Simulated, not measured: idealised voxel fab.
process module | voxel wiring stack
cross-section cut | 235 nm wide | cells 5 nm
A cross-section is a grid of square cells, given in bands from the top down. A band is one or more rows of cells.
Each band's line starts with the height of the band's top and of its bottom, in nm. Then come its materials from left to right, each with its width in nm. One material with "throughout" fills the band from edge to edge. "air" is empty space.
Height 0 is the level under which the wafer as received is all one material. The lowest band goes on downwards, as in "0 down".
A width such as "30 to 40" changes by the same amount from each row of cells to the next, from the band's top row to its bottom row.
"no change" after a step means that no cell of the cross-section changed.
closed voids: empty space of 8 cells or more with no open way to the top, each as width x height at its distance from the left edge, in nm
after a step's settings: what the simulator itself notes on the step
overlay nm, on a step with a mask: how far to the right of its planned place the mask lay; to the left if negative
plan
1 op RECEIVE | material Si
2 op CONFORMAL_DEP | material SiO2 | thk nm 15
3 op DIRECTIONAL_DEP | material TiN | thk nm 5
4 op DIRECTIONAL_DEP | material W | thk nm 25
5 op PATTERN | tone cover | mask id METAL_1 | material resist | width nm 20 | pitch nm 40 | thk nm 15 | overlay nm 0
6 op DIRECTIONAL_ETCH | etch materials W | depth nm 25
7 op DIRECTIONAL_ETCH | etch materials TiN | depth nm 5
8 op STRIP | etch materials resist
9 op FILL_DEP | material lowk | thk nm 5
10 op CMP | height nm 45
11 op CONFORMAL_DEP | material SiCN | thk nm 5
12 op DIRECTIONAL_DEP | material SiO2 | thk nm 15
13 op PATTERN | tone open | mask id PLUG_1 | material resist | width nm 15 | pitch nm 40 | thk nm 20 | overlay nm 0
14 op DIRECTIONAL_ETCH | etch materials SiO2 | depth nm 15
15 op DIRECTIONAL_ETCH | etch materials SiCN | depth nm 5
16 op STRIP | etch materials resist
17 op CONFORMAL_DEP | material TiN | thk nm 5
18 op FILL_DEP | material W | thk nm 10
19 op CMP | height nm 65
20 op CONFORMAL_DEP | material SiCN | thk nm 5
21 op DIRECTIONAL_DEP | material SiO2 | thk nm 20
22 op PATTERN | tone open | mask id METAL_2 | material resist | width nm 20 | pitch nm 40 | thk nm 15 | overlay nm -15
23 op DIRECTIONAL_ETCH | etch materials SiO2 | depth nm 20
24 op DIRECTIONAL_ETCH | etch materials SiCN | depth nm 5
25 op STRIP | etch materials resist
26 op CONFORMAL_DEP | material TiN | thk nm 5
27 op FILL_DEP | material Cu | thk nm 10
28 op CMP | height nm 90
29 op EPI | material Ru | thk nm 5
30 op FILL_DEP | material SiCN | thk nm 5
31 op DIRECTIONAL_DEP | material lowk | thk nm 30
32 op PATTERN | tone open | mask id METAL_3 | material resist | width nm 20 | pitch nm 40 | thk nm 20 | overlay nm 0
33 op DIRECTIONAL_ETCH | etch materials lowk | depth nm 20
34 op STRIP | etch materials resist
35 op DIRECTIONAL_DEP | material aC | thk nm 10
36 op PATTERN | tone open | mask id METAL_3_HOLES | material resist | width nm 15 | thk nm 25 | overlay nm 0
37 op DIRECTIONAL_ETCH | etch materials aC | depth nm 10
38 op STRIP | etch materials resist
39 op DIRECTIONAL_ETCH | etch materials lowk | depth nm 10
40 op DIRECTIONAL_ETCH | etch materials SiCN | depth nm 5
41 op STRIP | etch materials aC
42 op CONFORMAL_DEP | material TiN | thk nm 5
43 op FILL_DEP | material Ru | thk nm 5
44 op CMP | height nm 130
45 op CONFORMAL_DEP | material SiCN | thk nm 5
46 op DIRECTIONAL_DEP | material lowk | thk nm 10
47 op DIRECTIONAL_DEP | material aC | thk nm 10
48 op PATTERN | tone open | mask id PLUG_3 | material resist | width nm 15 | pitch nm 40 | thk nm 25 | overlay nm 0
49 op DIRECTIONAL_ETCH | etch materials aC | depth nm 10
50 op STRIP | etch materials resist
51 op DIRECTIONAL_ETCH | etch materials lowk | depth nm 10
52 op DIRECTIONAL_ETCH | etch materials SiCN | depth nm 5
53 op STRIP | etch materials aC
54 op CONFORMAL_DEP | material TiN | thk nm 5
55 op FILL_DEP | material Cu | thk nm 5
56 op CMP | height nm 145
57 op DIRECTIONAL_DEP | material TiN | thk nm 5
58 op DIRECTIONAL_DEP | material Ru | thk nm 15
59 op DIRECTIONAL_DEP | material aC | thk nm 10
60 op PATTERN | tone cover | mask id METAL_4 | material resist | width nm 20 | pitch nm 40 | thk nm 30 | overlay nm 0
61 op DIRECTIONAL_ETCH | etch materials aC | depth nm 10
62 op STRIP | etch materials resist
63 op DIRECTIONAL_ETCH | etch materials Ru | depth nm 15
64 op DIRECTIONAL_ETCH | etch materials TiN | depth nm 5
65 op STRIP | etch materials aC
66 op CONFORMAL_DEP | material SiN | thk nm 5
67 op FILL_DEP | material SiO2 | thk nm 10
68 op CMP | height nm 165
69 op CONFORMAL_DEP | material SiCN | thk nm 5
varied across the wafers: overlay nm of step 22. The plan shows the first wafer's value. All wafers start alike
first wafer as received, after step 1
  0 down: Si throughout
  closed voids: none
each wafer at the end: cells of each material gained (+) or lost (-) since it was received, then its closed voids
overlay nm -15 | +20 Cu | +51 Ru | +247 SiCN | +51 SiN | +525 SiO2 | +98 TiN | +46 W | +560 lowk | closed voids: none
overlay nm -10 | +20 Cu | +51 Ru | +247 SiCN | +51 SiN | +525 SiO2 | +98 TiN | +46 W | +560 lowk | closed voids: none
overlay nm -5 | +20 Cu | +51 Ru | +247 SiCN | +51 SiN | +525 SiO2 | +98 TiN | +46 W | +560 lowk | closed voids: none
overlay nm 0 | +20 Cu | +51 Ru | +247 SiCN | +51 SiN | +525 SiO2 | +98 TiN | +46 W | +560 lowk | closed voids: none
overlay nm 5 | +20 Cu | +51 Ru | +247 SiCN | +51 SiN | +525 SiO2 | +98 TiN | +46 W | +560 lowk | closed voids: none
overlay nm 10 | +20 Cu | +51 Ru | +247 SiCN | +51 SiN | +525 SiO2 | +98 TiN | +46 W | +560 lowk | closed voids: none
overlay nm 15 | +20 Cu | +51 Ru | +247 SiCN | +51 SiN | +525 SiO2 | +98 TiN | +46 W | +560 lowk | closed voids: none
